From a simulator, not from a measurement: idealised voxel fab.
process module | voxel tone inversion
cross-section cut | 215 nm wide | cells 5 nm
A cross-section is a grid of square cells, given in bands from the top down. A band is one or more rows of cells.
Each band's line starts with the height of the band's top and of its bottom, in nm. Then come its materials from left to right, each with its width in nm. One material with "throughout" fills the band from edge to edge. "air" is empty space.
Height 0 is the level under which the wafer as received is all one material. The lowest band goes on downwards, as in "0 down".
A width such as "30 to 40" changes by the same amount from each row of cells to the next, from the band's top row to its bottom row.
"no change" after a step means that no cell of the cross-section changed.
closed voids: empty space of 8 cells or more with no open way to the top, each as width x height at its distance from the left edge, in nm
after a step's settings: what the simulator itself notes on the step
overlay nm, on a step with a mask: how far to the right of its planned place the mask lay; to the left if negative
plan
1 op RECEIVE | material Si
2 op CONFORMAL_DEP | material SiN | thk nm 5
3 op DIRECTIONAL_DEP | material polySi | thk nm 15
4 op PATTERN | tone cover | mask id POSTS | material resist | width nm 20 | pitch nm 40 | thk nm 20 | overlay nm 0
5 op DIRECTIONAL_ETCH | etch materials polySi | depth nm 15
6 op STRIP | etch materials resist
7 op FILL_DEP | material SiO2 | thk nm 5
8 op CMP | height nm 20
9 op STRIP | etch materials polySi
as received, after step 1
  0 down: Si throughout
  closed voids: none
a wafer at the end: this start, this plan, one mistake
  10 to 5: SiO2 35 | air 20 | SiO2 20 | air 20 | SiO2 20 | air 20 | SiO2 20 | air 20 | SiO2 40
  5 to 0: SiN throughout
  0 down: Si throughout
  closed voids: none
what went wrong: step 8 ran as: op CMP | height nm 10
